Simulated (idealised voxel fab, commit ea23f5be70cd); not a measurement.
process module | voxel quadruple lines
cross-section cut | 300 nm wide | cells 5 nm
A cross-section is a grid of square cells, given in bands from the top down. A band is one or more rows of cells.
Each band's line starts with the height of the band's top and of its bottom, in nm. Then come its materials from left to right, each with its width in nm. One material with "throughout" fills the band from edge to edge. "air" is empty space.
Height 0 is the level under which the wafer as received is all one material. The lowest band goes on downwards, as in "0 down".
A width such as "30 to 40" changes by the same amount from each row of cells to the next, from the band's top row to its bottom row.
"no change" after a step means that no cell of the cross-section changed.
closed voids: empty space of 8 cells or more with no open way to the top, each as width x height at its distance from the left edge, in nm
after a step's settings: what the simulator itself notes on the step
overlay nm, on a step with a mask: how far to the right of its planned place the mask lay; to the left if negative
plan
1 op RECEIVE | material Si
2 op CONFORMAL_DEP | material Al2O3 | thk nm 5
3 op DIRECTIONAL_DEP | material W | thk nm 10
4 op DIRECTIONAL_DEP | material polySi | thk nm 15
5 op DIRECTIONAL_DEP | material aC | thk nm 25
6 op PATTERN | tone cover | mask id MANDREL | material resist | width nm 35 | thk nm 35 | overlay nm 0
7 op DIRECTIONAL_ETCH | etch materials aC | depth nm 25
8 op STRIP | etch materials resist
9 op CONFORMAL_DEP | material SiO2 | thk nm 15
10 op DIRECTIONAL_ETCH | etch materials SiO2 | depth nm 15
11 op STRIP | etch materials aC
12 op DIRECTIONAL_ETCH | etch materials polySi | depth nm 15
13 op STRIP | etch materials SiO2
14 op CONFORMAL_DEP | material SiN | thk nm 10
15 op DIRECTIONAL_ETCH | etch materials SiN | depth nm 10
16 op STRIP | etch materials polySi
17 op DIRECTIONAL_ETCH | etch materials W | depth nm 10
18 op STRIP | etch materials SiN
first wafer, as planned
as received, after step 1
  0 down: Si throughout
  closed voids: none
after step 2
  5 to 0: Al2O3 throughout
  below 0: unchanged
after step 3
  15 to 5: W throughout
  below 5: unchanged
after step 4
  30 to 15: polySi throughout
  below 15: unchanged
after step 5
  55 to 30: aC throughout
  below 30: unchanged
after step 6
  90 to 55: air 130 | resist 35 | air 135
  below 55: unchanged
after step 7
  65 to 55: air 130 | resist 35 | air 135
  55 to 30: air 130 | aC 35 | air 135
  below 30: unchanged
after step 8
  55 to 30: air 130 | aC 35 | air 135
  below 30: unchanged
after step 9
  70 to 55: air 115 | SiO2 65 | air 120
  55 to 45: air 115 | SiO2 15 | aC 35 | SiO2 15 | air 120
  45 to 30: SiO2 130 | aC 35 | SiO2 135
  below 30: unchanged
after step 10
  55 to 30: air 115 | SiO2 15 | aC 35 | SiO2 15 | air 120
  below 30: unchanged
after step 11
  55 to 30: air 115 | SiO2 15 | air 35 | SiO2 15 | air 120
  below 30: unchanged
after step 12
  55 to 30: air 115 | SiO2 15 | air 35 | SiO2 15 | air 120
  30 to 15: air 115 | polySi 15 | air 35 | polySi 15 | air 120
  below 15: unchanged
after step 13
  30 to 15: air 115 | polySi 15 | air 35 | polySi 15 | air 120
  below 15: unchanged
after step 14
  40 to 30: air 105 | SiN 35 | air 15 | SiN 35 | air 110
  30 to 25: air 105 | SiN 10 | polySi 15 | SiN 10 | air 15 | SiN 10 | polySi 15 | SiN 10 | air 110
  25 to 15: SiN 115 | polySi 15 | SiN 35 | polySi 15 | SiN 120
  below 15: unchanged
after step 15
  30 to 15: air 105 | SiN 10 | polySi 15 | SiN 10 | air 15 | SiN 10 | polySi 15 | SiN 10 | air 110
  below 15: unchanged
after step 16
  30 to 15: air 105 | SiN 10 | air 15 | SiN 10 | air 15 | SiN 10 | air 15 | SiN 10 | air 110
  below 15: unchanged
after step 17
  30 to 15: air 105 | SiN 10 | air 15 | SiN 10 | air 15 | SiN 10 | air 15 | SiN 10 | air 110
  15 to 5: air 105 | W 10 | air 15 | W 10 | air 15 | W 10 | air 15 | W 10 | air 110
  below 5: unchanged
after step 18
  15 to 5: air 105 | W 10 | air 15 | W 10 | air 15 | W 10 | air 15 | W 10 | air 110
  below 5: unchanged
second wafer: like start, like plan, one mistake. Through step 5 it matches the first wafer
when step 6 should have ended
  90 to 55: resist 130 | air 35 | resist 135
  below 55: unchanged
when step 7 should have ended
  65 to 55: resist 130 | air 35 | resist 135
  55 to 30: aC 130 | air 35 | aC 135
  below 30: unchanged
when step 8 should have ended
  55 to 30: aC 130 | air 35 | aC 135
  below 30: unchanged
when step 9 should have ended
  70 to 55: SiO2 145 | air 5 | SiO2 150
  55 to 45: aC 130 | SiO2 15 | air 5 | SiO2 15 | aC 135
  45 to 30: aC 130 | SiO2 35 | aC 135
  below 30: unchanged
when step 10 should have ended
  55 to 30: aC 130 | SiO2 15 | air 5 | SiO2 15 | aC 135
  below 30: unchanged
when step 11 should have ended
  55 to 30: air 130 | SiO2 15 | air 5 | SiO2 15 | air 135
  below 30: unchanged
when step 12 should have ended
  55 to 30: air 130 | SiO2 15 | air 5 | SiO2 15 | air 135
  30 to 15: air 130 | polySi 15 | air 5 | polySi 15 | air 135
  below 15: unchanged
when step 13 should have ended
  30 to 15: air 130 | polySi 15 | air 5 | polySi 15 | air 135
  below 15: unchanged
when step 14 should have ended
  40 to 30: air 120 | SiN 55 | air 125
  30 to 25: air 120 | SiN 10 | polySi 15 | SiN 5 | polySi 15 | SiN 10 | air 125
  25 to 15: SiN 130 | polySi 15 | SiN 5 | polySi 15 | SiN 135
  below 15: unchanged
when step 15 should have ended
  30 to 15: air 120 | SiN 10 | polySi 15 | SiN 5 | polySi 15 | SiN 10 | air 125
  below 15: unchanged
when step 16 should have ended
  30 to 15: air 120 | SiN 10 | air 15 | SiN 5 | air 15 | SiN 10 | air 125
  below 15: unchanged
when step 17 should have ended
  30 to 15: air 120 | SiN 10 | air 15 | SiN 5 | air 15 | SiN 10 | air 125
  15 to 5: air 120 | W 10 | air 15 | W 5 | air 15 | W 10 | air 125
  below 5: unchanged
when step 18 should have ended
  15 to 5: air 120 | W 10 | air 15 | W 5 | air 15 | W 10 | air 125
  below 5: unchanged
what went wrong: step 6 ran as: op PATTERN | tone open | mask id MANDREL | material resist | width nm 35 | thk nm 35 | overlay nm 0
at the end the second wafer has, in cells: 6 fewer of W
